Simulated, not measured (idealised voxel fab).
This section sets out a process module, namely voxel self aligned contacts.
Cross-sectional view cut (width: 245 nm; square cell size: 5 nm).
Cross-section = grid of square cells, listed top down in bands; band = one or more rows.
Band entry format. Leading values: height of top, height of bottom, nm. Remainder: materials in left-to-right order, each with its width in nm. Special words: "everywhere" on a single material, which then fills the band edge to edge; "blank", empty space.
A quick word on heights: they are counted from 0, and under that level the wafer as it came to us is one material throughout. The lowest band is different from the rest in having no bottom; it simply continues downward, written as in "0 down".
The notation "30->40" denotes a width that varies across the rows of cells in the band, beginning at the first number in the top row, finishing at the second number in the bottom row, and changing by an identical amount from each row to the next.
"nothing got changed" for a step: no cell of the cross-section changed in that step.
Enclosed voids (no open way to top), threshold 8 cells or more, entry "Closed void table", notation width x height at distance, distance from left edge, nm.
Anything after a step's settings on that line? It's the simulator's own note about the step.
When a step includes a mask, the "overlay nm" setting on its line states how far to the right of its planned place that mask lay, and negative values state how far to the left.
Process steps - plan
| 1 | RECEIVE with material Si |
| 2 | CONFORMAL_DEP with material SiO2, thk nm 5 |
| 3 | DIRECTIONAL_DEP with material polySi, thk nm 20 |
| 4 | DIRECTIONAL_DEP with material SiN, thk nm 25 |
| 5 | DIRECTIONAL_DEP with material aC, thk nm 10 |
| 6 | PATTERN with tone cover, mask id GATE, material resist, width nm 15, pitch nm 70, thk nm 30, overlay nm 0 |
| 7 | DIRECTIONAL_ETCH with etch materials aC, depth nm 10 |
| 8 | STRIP with etch materials resist |
| 9 | DIRECTIONAL_ETCH with etch materials SiN, depth nm 25 |
| 10 | DIRECTIONAL_ETCH with etch materials polySi, depth nm 20 |
| 11 | STRIP with etch materials aC |
| 12 | CONFORMAL_DEP with material SiN, thk nm 10 |
| 13 | DIRECTIONAL_ETCH with etch materials SiN, depth nm 10 |
| 14 | FILL_DEP with material SiO2, thk nm 10 |
| 15 | CMP with height nm 55 |
| 16 | MASKED_ETCH with tone open, mask id CONTACT, width nm 55, pitch nm 70, etch materials SiO2, depth nm 55, overlay nm 0 |
| 17 | CONFORMAL_DEP with material TiN, thk nm 5 |
| 18 | FILL_DEP with material W, thk nm 5 |
| 19 | CMP with height nm 55 |
| 20 | CONFORMAL_DEP with material SiCN, thk nm 5 |
It is noted that the wafers described herein are identical at the outset and are distinguished by the width nm of step 6; the value stated in the plan corresponds to the first wafer.
Cross-section, first of several wafers, as delivered after step 1
  0 down | Si everywhere
  Closed void table: none
Wafer rows, end of module: cells per material gained (+) or lost (-) since receipt; closed voids last
width nm 15, +49 SiCN, +153 SiN, +188 SiO2, +62 TiN, +100 W, +36 polySi, Closed void table: none
width nm 20, +49 SiCN, +168 SiN, +181 SiO2, +62 TiN, +80 W, +48 polySi, Closed void table: none
width nm 25, +49 SiCN, +183 SiN, +174 SiO2, +62 TiN, +60 W, +60 polySi, Closed void table: none
width nm 30, +49 SiCN, +198 SiN, +167 SiO2, +62 TiN, +40 W, +72 polySi, Closed void table: none
width nm 35, +49 SiCN, +213 SiN, +160 SiO2, +62 TiN, +20 W, +84 polySi, Closed void table: none
width nm 40, +49 SiCN, +228 SiN, +153 SiO2, +62 TiN, +96 polySi, Closed void table: none
